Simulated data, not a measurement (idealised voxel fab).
process module | voxel tone inversion
cross-section cut | 260 nm wide | cells 5 nm
A cross-section is a grid of square cells, given in bands from the top down. A band is one or more rows of cells.
Each band's line starts with the height of the band's top and of its bottom, in nm. Then come its materials from left to right, each with its width in nm. One material with "throughout" fills the band from edge to edge. "air" is empty space.
Height 0 is the level under which the wafer as received is all one material. The lowest band goes on downwards, as in "0 down".
A width such as "30 to 40" changes by the same amount from each row of cells to the next, from the band's top row to its bottom row.
"no change" after a step means that no cell of the cross-section changed.
closed voids: empty space of 8 cells or more with no open way to the top, each as width x height at its distance from the left edge, in nm
after a step's settings: what the simulator itself notes on the step
overlay nm, on a step with a mask: how far to the right of its planned place the mask lay; to the left if negative
plan
1 op RECEIVE | material Si
2 op CONFORMAL_DEP | material SiCN | thk nm 10
3 op DIRECTIONAL_DEP | material aC | thk nm 20
4 op PATTERN | tone cover | mask id POSTS | material resist | width nm 20 | pitch nm 45 | thk nm 30 | overlay nm 0
5 op DIRECTIONAL_ETCH | etch materials aC | depth nm 20
6 op STRIP | etch materials resist
7 op FILL_DEP | material lowk | thk nm 10
8 op CMP | height nm 30
9 op STRIP | etch materials aC
10 op CONFORMAL_DEP | material TiN | thk nm 5
11 op FILL_DEP | material Cu | thk nm 5
12 op CMP | height nm 30
13 op CONFORMAL_DEP | material SiN | thk nm 5
as received, after step 1
  0 down: Si throughout
  closed voids: none
a wafer at the end: this start, this plan, one mistake
  35 to 30: SiN throughout
  30 to 20: lowk throughout
  20 to 0: lowk 75 | aC 20 | lowk 25 | aC 20 | lowk 25 | aC 20 | lowk 75
  0 down: Si throughout
  closed voids: none
what went wrong: step 2 was left out
